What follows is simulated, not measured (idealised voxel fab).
Process module heading - voxel lift off
We display cut, a cross-section 295 nm in width whose square cells are each 5 nm.
Each cross-section below is a grid of square cells, stated as bands in top-down order, with one or more rows of cells making up each band.
Band: top and bottom heights (nm) first, top before bottom; then materials from left to right, widths in nm. "edge to edge" marks a sole material filling the band edge to edge. "blank" denotes empty space.
The level at which height equals 0 is the one under which the wafer, as it arrives, is entirely one material. No lower edge exists for the bottom band, which continues downward and is notated as in "0..down".
You'd read "30..40" like this: the band's top row of cells is as wide as the first number, its bottom row is as wide as the second, and going down, every row changes width by the same amount as the row before did.
Step note "no change occurred" = no cross-section cell changed.
In "Enclosed cavities" the enclosed voids are listed, meaning empty spaces of 8 cells or larger without any opening to the top. The form is width x height at distance, distance from the left edge, units nm.
Step line, after settings: the simulator's comment on this step.
Among the settings permitted on a step's line is "overlay nm"; applied to a step with a mask, it specifies the extent to which the mask lay to the right of its planned position, whereas a negative figure signifies a position to the left.
## These are the steps we planned for the process
1) RECEIVE: material Si
2) CONFORMAL_DEP: material SiO2, thk nm 15
3) PATTERN: tone open, mask id LINES, material resist, width nm 20, pitch nm 40, thk nm 15, overlay nm 0
4) DIRECTIONAL_DEP: material Ru, thk nm 5
5) STRIP: etch materials resist
6) CONFORMAL_DEP: material SiCN, thk nm 5
## First out of two wafers; run went to plan
## Cross-section of the incoming wafer, state after step 1
	0..down = Si edge to edge
	Enclosed cavities: none
## After step 2, in cross-section
	15..0 = SiO2 edge to edge
	Heights below 0 show no change.
## After step 3, in cross-section
	30..15 = resist 115 nm, blank 20 nm, resist 20 nm, blank 20 nm, resist 120 nm
	Heights below 15 show no change.
## After step 4, in cross-section
	35..30 = Ru 115 nm, blank 20 nm, Ru 20 nm, blank 20 nm, Ru 120 nm
	30..20 = resist 115 nm, blank 20 nm, resist 20 nm, blank 20 nm, resist 120 nm
	20..15 = resist 115 nm, Ru 20 nm, resist 20 nm, Ru 20 nm, resist 120 nm
	Heights below 15 show no change.
## After step 5, in cross-section
	20..15 = blank 115 nm, Ru 20 nm, blank 20 nm, Ru 20 nm, blank 120 nm
	Heights below 15 show no change.
## After step 6, in cross-section
	25..20 = blank 110 nm, SiCN 30 nm, blank 10 nm, SiCN 30 nm, blank 115 nm
	20..15 = SiCN 115 nm, Ru 20 nm, SiCN 20 nm, Ru 20 nm, SiCN 120 nm
	Heights below 15 show no change.
## The Second Wafer: Common Origin and Plan, One Mistake in Execution, Identical to the First Through Step 1
## Cross-sectional representation of the second wafer at the time designated in the plan for the completion of step 2
	30..0 = SiO2 edge to edge
	Heights below 0 show no change.
## Cross-sectional representation of the second wafer at the time designated in the plan for the completion of step 3
	45..30 = resist 115 nm, blank 20 nm, resist 20 nm, blank 20 nm, resist 120 nm
	Heights below 30 show no change.
## Cross-sectional representation of the second wafer at the time designated in the plan for the completion of step 4
	50..45 = Ru 115 nm, blank 20 nm, Ru 20 nm, blank 20 nm, Ru 120 nm
	45..35 = resist 115 nm, blank 20 nm, resist 20 nm, blank 20 nm, resist 120 nm
	35..30 = resist 115 nm, Ru 20 nm, resist 20 nm, Ru 20 nm, resist 120 nm
	Heights below 30 show no change.
## Cross-sectional representation of the second wafer at the time designated in the plan for the completion of step 5
	35..30 = blank 115 nm, Ru 20 nm, blank 20 nm, Ru 20 nm, blank 120 nm
	Heights below 30 show no change.
## Cross-sectional representation of the second wafer at the time designated in the plan for the completion of step 6
	40..35 = blank 110 nm, SiCN 30 nm, blank 10 nm, SiCN 30 nm, blank 115 nm
	35..30 = SiCN 115 nm, Ru 20 nm, SiCN 20 nm, Ru 20 nm, SiCN 120 nm
	Heights below 30 show no change.
What was done differently from what was planned? twice, step 2 of the plan was run
Final comparison by cell count, materials where the second wafer has more or fewer than the first: SiO2 +177
